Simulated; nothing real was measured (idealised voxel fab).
The process module that follows is named voxel ribs on slabs.
Square cells of 5 nm make up the cross-section cut, whose width is 140 nm.
Each cross-section below is a grid of square cells, stated as bands in top-down order, with one or more rows of cells making up each band. The entry gives the band's vertical extent as a top height and a bottom height in nm, then its horizontal make-up as materials from left to right, each with a width in nm. "empty" stands for empty space; a single material marked "edge to edge" fills the band edge to edge. The level at which height equals 0 is the one under which the wafer, as it arrives, is entirely one material. No lower edge exists for the bottom band, which continues downward and is notated as in "top 0, no bottom". Read "30 to 40" as a graded width: first number on top, second number at the bottom, same change between each pair of neighbouring rows. Step marked "nothing altered"? Then no cell in the cross-section changed in it. Each empty space that has no open way to the top and spans at least 8 cells appears under "Enclosed internal voids" as width x height at distance, the distance counted from the left edge, all in nm. It should be noted that, on the line of a given step, the content following the step's settings is a remark produced by the simulator itself with respect to that step. Among the settings permitted on a step's line is "overlay nm"; applied to a step with a mask, it specifies the extent to which the mask lay to the right of its planned position, whereas a negative figure signifies a position to the left.
PLANNED PROCESS STEPS
| 1 | RECEIVE: material Si |
| 2 | DIRECTIONAL_DEP: material SiO2, thk nm 20 |
| 3 | DIRECTIONAL_DEP: material SiN, thk nm 20 |
| 4 | PATTERN: tone cover, mask id RIB, material resist, width nm 25, thk nm 15, overlay nm 0 |
| 5 | DIRECTIONAL_ETCH: etch materials SiN, depth nm 15 |
| 6 | STRIP: etch materials resist |
| 7 | MASKED_ETCH: tone cover, mask id SLAB, width nm 55, etch materials SiN, depth nm 5, overlay nm 0 |
| 8 | FILL_DEP: material SiO2, thk nm 15 |
| 9 | CMP: height nm 50 |
| 10 | DIRECTIONAL_DEP: material TiN, thk nm 5 |
| 11 | DIRECTIONAL_DEP: material aC, thk nm 15 |
| 12 | PATTERN: tone cover, mask id HEATER, material resist, width nm 35, thk nm 35, overlay nm 0 |
| 13 | DIRECTIONAL_ETCH: etch materials aC, depth nm 15 |
| 14 | STRIP: etch materials resist |
| 15 | DIRECTIONAL_ETCH: etch materials TiN, depth nm 5 |
| 16 | STRIP: etch materials aC |
| 17 | CONFORMAL_DEP: material SiN, thk nm 10 |
AS-RECEIVED STATE OF THE WAFER IN CROSS-SECTION, EQUIVALENT TO POST-STEP 1
    top 0, no bottom = Si edge to edge
    Enclosed internal voids: none
POST-MODULE CROSS-SECTION: IDENTICAL START AND PLAN TO THOSE ABOVE, ONE MISSTEP IN EXECUTION
    top 55, bottom 50 = empty=50  TiN=35  empty=55
    top 50, bottom 40 = SiO2 edge to edge
    top 40, bottom 25 = SiO2=55  SiN=25  SiO2=60
    top 25, bottom 20 = SiO2=40  SiN=55  SiO2=45
    top 20, bottom 0 = SiO2 edge to edge
    top 0, no bottom = Si edge to edge
    Enclosed internal voids: none
Plan not followed: step 17 of the plan got skipped, so it never ran
